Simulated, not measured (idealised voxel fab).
This section sets out a process module, namely voxel self aligned contacts.
Shown is cross-section cut, with a width of 180 nm and square cells of size 5 nm.
Notation: cross-section as square-cell grid; stated in bands, top first, going down; one or more cell rows per band. Band: top and bottom heights (nm) first, top before bottom; then materials from left to right, widths in nm. "throughout" marks a sole material filling the band edge to edge. "blank" denotes empty space. Beneath 0, the wafer as received is one material, and that level is where height counting begins. The lowest band goes on downward without a bottom; it is written like "0 nm and below". Width "30 to 40": first value at the band's top row of cells, second value at its bottom row, equal change from row to row. You'll sometimes find "no alterations made" written for a step, and that's the way of saying that nowhere in the cross-section did a cell change during that step. Sealed void listing: empty space of 8 cells or more with no open way to the top, each as width x height at its distance from the left edge, in nm. Text after the settings on a step's line: the simulator's own remark on that step. "overlay nm" denotes, for a step that has a mask, the displacement of the mask to the right of its planned place, with negative values corresponding to the left.
So here's the lineup of process steps we planned
1) RECEIVE | material Si
2) CONFORMAL_DEP | material SiO2 | thk nm 5
3) DIRECTIONAL_DEP | material polySi | thk nm 25
4) DIRECTIONAL_DEP | material SiN | thk nm 20
5) PATTERN | tone cover | mask id GATE | material resist | width nm 25 | pitch nm 65 | thk nm 20 | overlay nm 0
6) DIRECTIONAL_ETCH | etch materials SiN | depth nm 20
7) DIRECTIONAL_ETCH | etch materials polySi | depth nm 25
8) STRIP | etch materials resist
9) CONFORMAL_DEP | material SiN | thk nm 10
10) DIRECTIONAL_ETCH | etch materials SiN | depth nm 10
11) FILL_DEP | material SiO2 | thk nm 20
12) CMP | height nm 60
13) PATTERN | tone open | mask id CONTACT | material resist | width nm 50 | thk nm 15 | overlay nm 0
14) DIRECTIONAL_ETCH | etch materials SiO2 | depth nm 60
15) STRIP | etch materials resist
16) CONFORMAL_DEP | material TiN | thk nm 5
17) FILL_DEP | material Ru | thk nm 5
18) CMP | height nm 60
19) CONFORMAL_DEP | material SiCN | thk nm 5
Cross-section, incoming material, after step 1
	0 nm and below  Si throughout
	Sealed void listing: none
Sectioned view, first of two wafers, at the close of the module, processed as intended in the plan
	65 nm to 60 nm  SiCN throughout
	60 nm to 50 nm  SiO2 65 nm / TiN 5 to 20 nm / Ru 40 to 10 nm / TiN 5 to 20 nm / SiO2 65 nm
	50 nm to 30 nm  SiO2 35 nm / SiN 45 nm / TiN 5 nm / Ru 10 nm / TiN 5 nm / SiN 45 nm / SiO2 35 nm
	30 nm to 5 nm  SiO2 35 nm / SiN 10 nm / polySi 25 nm / SiN 10 nm / TiN 5 nm / Ru 10 nm / TiN 5 nm / SiN 10 nm / polySi 25 nm / SiN 10 nm / SiO2 35 nm
	5 nm to 0 nm  SiO2 80 nm / TiN 20 nm / SiO2 80 nm
	0 nm and below  Si throughout
	Sealed void listing: none
Cross-section, wafer two of two, end of module: same start and plan as wafer one, one error in execution
	65 nm to 60 nm  SiCN throughout
	60 nm to 50 nm  Ru 60 to 30 nm / TiN 5 to 35 nm / SiO2 50 nm / TiN 5 to 35 nm / Ru 60 to 30 nm
	50 nm to 30 nm  Ru 30 nm / TiN 5 nm / SiN 45 nm / SiO2 20 nm / SiN 45 nm / TiN 5 nm / Ru 30 nm
	30 nm to 5 nm  Ru 30 nm / TiN 5 nm / SiN 10 nm / polySi 25 nm / SiN 10 nm / SiO2 20 nm / SiN 10 nm / polySi 25 nm / SiN 10 nm / TiN 5 nm / Ru 30 nm
	5 nm to 0 nm  TiN 35 nm / SiO2 110 nm / TiN 35 nm
	0 nm and below  Si throughout
	Sealed void listing: none
Diagnosis: step 13 off recipe, ran as PATTERN | tone cover | mask id CONTACT | material resist | width nm 50 | thk nm 15 | overlay nm 0
The closing comparison, in cells, has the second wafer with more or fewer of some materials than the first: +116 Ru; -132 SiO2; +16 TiN
